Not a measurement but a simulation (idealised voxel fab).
Presented below is a process module, voxel wiring stack.
Section shown: cut. Width: 165 nm. Cell size: 5 nm, square.
A cross-section is a grid of square cells, given in bands from the top down. A band is one or more rows of cells. Heights first: top, then bottom, in nm. Then materials, left to right, each with a width in nm. "edge to edge" on a single material: fills the band edge to edge. "blank": empty space. Height reference: 0 = level under which incoming wafer is all one material. Lowest band: no bottom, runs on downward, e.g. "from 0 down". Think of "30->40" as a width that walks from the first number to the second as you go down the band, top row to bottom row, taking equal-sized steps from row to row. What does "nothing changed" mean for a step? It means no cell of the cross-section changed in that step. Each empty space that has no open way to the top and spans at least 8 cells appears under "Closed void inventory" as width x height at distance, the distance counted from the left edge, all in nm. Past the settings on a step's line: simulator remark, on that step. "overlay nm", when on a step's line for a step with a mask, measures how far to the right of its planned place the mask lay; a negative measure means to the left.
-- The planned process steps are enumerated hereunder
1. RECEIVE [material Si]
2. CONFORMAL_DEP [material SiO2] [thk nm 10]
3. DIRECTIONAL_DEP [material TiN] [thk nm 5]
4. DIRECTIONAL_DEP [material W] [thk nm 25]
5. PATTERN [tone cover] [mask id METAL_1] [material resist] [width nm 20] [pitch nm 40] [thk nm 15] [overlay nm 0]
6. DIRECTIONAL_ETCH [etch materials W] [depth nm 25]
7. DIRECTIONAL_ETCH [etch materials TiN] [depth nm 5]
8. STRIP [etch materials resist]
9. CONFORMAL_DEP [material SiCN] [thk nm 5]
10. FILL_DEP [material lowk] [thk nm 10]
11. CMP [height nm 40]
12. CONFORMAL_DEP [material SiCN] [thk nm 5]
13. DIRECTIONAL_DEP [material SiO2] [thk nm 20]
14. DIRECTIONAL_DEP [material aC] [thk nm 10]
15. PATTERN [tone open] [mask id PLUG_1] [material resist] [width nm 15] [pitch nm 40] [thk nm 25] [overlay nm 0]
16. DIRECTIONAL_ETCH [etch materials aC] [depth nm 10]
17. STRIP [etch materials resist]
18. DIRECTIONAL_ETCH [etch materials SiO2] [depth nm 20]
19. DIRECTIONAL_ETCH [etch materials SiCN] [depth nm 5]
20. STRIP [etch materials aC]
21. CONFORMAL_DEP [material TiN] [thk nm 5]
22. FILL_DEP [material Cu] [thk nm 10]
23. CMP [height nm 65]
24. DIRECTIONAL_DEP [material TiN] [thk nm 5]
25. DIRECTIONAL_DEP [material Ru] [thk nm 15]
26. PATTERN [tone cover] [mask id METAL_2] [material resist] [width nm 20] [pitch nm 40] [thk nm 20] [overlay nm 0]
27. DIRECTIONAL_ETCH [etch materials Ru] [depth nm 15]
28. DIRECTIONAL_ETCH [etch materials TiN] [depth nm 5]
29. STRIP [etch materials resist]
30. FILL_DEP [material lowk] [thk nm 10]
31. CMP [height nm 85]
32. CONFORMAL_DEP [material SiCN] [thk nm 5]
33. DIRECTIONAL_DEP [material lowk] [thk nm 20]
34. PATTERN [tone open] [mask id PLUG_2] [material resist] [width nm 15] [pitch nm 40] [thk nm 15] [overlay nm 0]
35. DIRECTIONAL_ETCH [etch materials lowk] [depth nm 20]
36. DIRECTIONAL_ETCH [etch materials SiCN] [depth nm 5]
37. STRIP [etch materials resist]
38. EPI [material Ru] [thk nm 10]
39. EPI [material Ru] [thk nm 10]
40. EPI [material Ru] [thk nm 5]
41. DIRECTIONAL_DEP [material TiN] [thk nm 5]
42. DIRECTIONAL_DEP [material Ru] [thk nm 15]
43. DIRECTIONAL_DEP [material aC] [thk nm 10]
44. PATTERN [tone cover] [mask id METAL_3] [material resist] [width nm 20] [pitch nm 40] [thk nm 25] [overlay nm 0]
45. DIRECTIONAL_ETCH [etch materials aC] [depth nm 10]
46. STRIP [etch materials resist]
47. DIRECTIONAL_ETCH [etch materials Ru] [depth nm 15]
48. DIRECTIONAL_ETCH [etch materials TiN] [depth nm 5]
49. STRIP [etch materials aC]
50. CONFORMAL_DEP [material SiN] [thk nm 5]
51. FILL_DEP [material SiO2] [thk nm 10]
52. CMP [height nm 130]
53. CONFORMAL_DEP [material SiCN] [thk nm 5]
54. DIRECTIONAL_DEP [material lowk] [thk nm 20]
55. MASKED_ETCH [tone open] [mask id PLUG_3] [width nm 15] [pitch nm 40] [etch materials lowk] [depth nm 20] [overlay nm 0]
56. MASKED_ETCH [tone open] [mask id PLUG_3] [width nm 15] [pitch nm 40] [etch materials SiCN] [depth nm 5] [overlay nm -15]
57. EPI [material Ru] [thk nm 10]
58. EPI [material Ru] [thk nm 10]
59. EPI [material Ru] [thk nm 5]
60. DIRECTIONAL_DEP [material TiN] [thk nm 5]
61. DIRECTIONAL_DEP [material W] [thk nm 15]
62. MASKED_ETCH [tone cover] [mask id METAL_4] [width nm 20] [pitch nm 40] [etch materials W] [depth nm 15] [overlay nm 0]
63. MASKED_ETCH [tone cover] [mask id METAL_4] [width nm 20] [pitch nm 40] [etch materials TiN] [depth nm 5] [overlay nm 0]
64. FILL_DEP [material SiO2] [thk nm 10]
65. CMP [height nm 175]
66. CONFORMAL_DEP [material SiCN] [thk nm 5]
Same starting wafers, different overlay nm at step 56. Plan value belongs to the first wafer.
-- Cross-section of the first of several wafers as received (after step 1)
* from 0 down: Si edge to edge
* Closed void inventory: none
-- Quick look at the cross-section of the first of several wafers after step 66, which wraps up the module
* from 180 to 175: SiCN edge to edge
* from 175 to 160: SiO2 45 nm, W 5 nm, SiO2 35 nm, W 5 nm, SiO2 35 nm, W 5 nm, SiO2 35 nm
* from 160 to 155: SiO2 45 nm, TiN 5 nm, SiO2 35 nm, TiN 5 nm, SiO2 35 nm, TiN 5 nm, SiO2 35 nm
* from 155 to 140: lowk 30 nm, W 15 nm, lowk 25 nm, W 15 nm, lowk 25 nm, W 15 nm, lowk 40 nm
* from 140 to 135: lowk 30 nm, TiN 15 nm, lowk 25 nm, TiN 15 nm, lowk 25 nm, TiN 15 nm, lowk 40 nm
* from 135 to 130: SiCN edge to edge
* from 130 to 115: SiO2 25 nm, SiN 5 nm, Ru 20 nm, SiN 5 nm, SiO2 10 nm, SiN 5 nm, Ru 20 nm, SiN 5 nm, SiO2 10 nm, SiN 5 nm, Ru 20 nm, SiN 5 nm, SiO2 30 nm
* from 115 to 110: SiN 30 nm, TiN 20 nm, SiN 20 nm, TiN 20 nm, SiN 20 nm, TiN 20 nm, SiN 35 nm
* from 110 to 90: lowk 30 nm, Ru 15 nm, lowk 25 nm, Ru 15 nm, lowk 25 nm, Ru 15 nm, lowk 40 nm
* from 90 to 85: SiCN 30 nm, Ru 15 nm, SiCN 25 nm, Ru 15 nm, SiCN 25 nm, Ru 15 nm, SiCN 40 nm
* from 85 to 70: lowk 30 nm, Ru 20 nm, lowk 20 nm, Ru 20 nm, lowk 20 nm, Ru 20 nm, lowk 35 nm
* from 70 to 65: lowk 30 nm, TiN 20 nm, lowk 20 nm, TiN 20 nm, lowk 20 nm, TiN 20 nm, lowk 35 nm
* from 65 to 45: SiO2 30 nm, TiN 5 nm, Cu 5 nm, TiN 5 nm, SiO2 25 nm, TiN 5 nm, Cu 5 nm, TiN 5 nm, SiO2 25 nm, TiN 5 nm, Cu 5 nm, TiN 5 nm, SiO2 40 nm
* from 45 to 40: SiCN 30 nm, TiN 15 nm, SiCN 25 nm, TiN 15 nm, SiCN 25 nm, TiN 15 nm, SiCN 40 nm
* from 40 to 15: lowk 25 nm, SiCN 5 nm, W 20 nm, SiCN 5 nm, lowk 10 nm, SiCN 5 nm, W 20 nm, SiCN 5 nm, lowk 10 nm, SiCN 5 nm, W 20 nm, SiCN 5 nm, lowk 30 nm
* from 15 to 10: SiCN 30 nm, TiN 20 nm, SiCN 20 nm, TiN 20 nm, SiCN 20 nm, TiN 20 nm, SiCN 35 nm
* from 10 to 0: SiO2 edge to edge
* from 0 down: Si edge to edge
* Closed void inventory: none
-- Cross-sectional view of the final wafer of several at the module's end
* from 180 to 175: SiCN edge to edge
* from 175 to 160: SiO2 45 nm, W 5 nm, SiO2 35 nm, W 5 nm, SiO2 35 nm, W 5 nm, SiO2 35 nm
* from 160 to 155: SiO2 45 nm, TiN 5 nm, SiO2 35 nm, TiN 5 nm, SiO2 35 nm, TiN 5 nm, SiO2 35 nm
* from 155 to 140: lowk 30 nm, W 15 nm, lowk 25 nm, W 15 nm, lowk 25 nm, W 15 nm, lowk 40 nm
* from 140 to 135: lowk 30 nm, TiN 15 nm, lowk 25 nm, TiN 15 nm, lowk 25 nm, TiN 15 nm, lowk 40 nm
* from 135 to 130: SiCN edge to edge
* from 130 to 115: SiO2 25 nm, SiN 5 nm, Ru 20 nm, SiN 5 nm, SiO2 10 nm, SiN 5 nm, Ru 20 nm, SiN 5 nm, SiO2 10 nm, SiN 5 nm, Ru 20 nm, SiN 5 nm, SiO2 30 nm
* from 115 to 110: SiN 30 nm, TiN 20 nm, SiN 20 nm, TiN 20 nm, SiN 20 nm, TiN 20 nm, SiN 35 nm
* from 110 to 90: lowk 30 nm, Ru 15 nm, lowk 25 nm, Ru 15 nm, lowk 25 nm, Ru 15 nm, lowk 40 nm
* from 90 to 85: SiCN 30 nm, Ru 15 nm, SiCN 25 nm, Ru 15 nm, SiCN 25 nm, Ru 15 nm, SiCN 40 nm
* from 85 to 70: lowk 30 nm, Ru 20 nm, lowk 20 nm, Ru 20 nm, lowk 20 nm, Ru 20 nm, lowk 35 nm
* from 70 to 65: lowk 30 nm, TiN 20 nm, lowk 20 nm, TiN 20 nm, lowk 20 nm, TiN 20 nm, lowk 35 nm
* from 65 to 45: SiO2 30 nm, TiN 5 nm, Cu 5 nm, TiN 5 nm, SiO2 25 nm, TiN 5 nm, Cu 5 nm, TiN 5 nm, SiO2 25 nm, TiN 5 nm, Cu 5 nm, TiN 5 nm, SiO2 40 nm
* from 45 to 40: SiCN 30 nm, TiN 15 nm, SiCN 25 nm, TiN 15 nm, SiCN 25 nm, TiN 15 nm, SiCN 40 nm
* from 40 to 15: lowk 25 nm, SiCN 5 nm, W 20 nm, SiCN 5 nm, lowk 10 nm, SiCN 5 nm, W 20 nm, SiCN 5 nm, lowk 10 nm, SiCN 5 nm, W 20 nm, SiCN 5 nm, lowk 30 nm
* from 15 to 10: SiCN 30 nm, TiN 20 nm, SiCN 20 nm, TiN 20 nm, SiCN 20 nm, TiN 20 nm, SiCN 35 nm
* from 10 to 0: SiO2 edge to edge
* from 0 down: Si edge to edge
* Closed void inventory: none
-- Gained (+) or lost (-) cells of each material since receipt, then closed voids: one row per wafer, at the end of the module
overlay nm -15 | +12 Cu | +117 Ru | +165 SiCN | +39 SiN | +327 SiO2 | +81 TiN | +96 W | +351 lowk | Closed void inventory: none
overlay nm -10 | +12 Cu | +156 Ru | +162 SiCN | +39 SiN | +291 SiO2 | +81 TiN | +96 W | +351 lowk | Closed void inventory: none
overlay nm -5 | +12 Cu | +159 Ru | +159 SiCN | +39 SiN | +291 SiO2 | +81 TiN | +96 W | +351 lowk | Closed void inventory: none
overlay nm 0 | +12 Cu | +162 Ru | +156 SiCN | +39 SiN | +291 SiO2 | +81 TiN | +96 W | +351 lowk | Closed void inventory: none
overlay nm 5 | +12 Cu | +159 Ru | +159 SiCN | +39 SiN | +291 SiO2 | +81 TiN | +96 W | +351 lowk | Closed void inventory: none
overlay nm 10 | +12 Cu | +156 Ru | +162 SiCN | +39 SiN | +291 SiO2 | +81 TiN | +96 W | +351 lowk | Closed void inventory: none
overlay nm 15 | +12 Cu | +117 Ru | +165 SiCN | +39 SiN | +327 SiO2 | +81 TiN | +96 W | +351 lowk | Closed void inventory: none
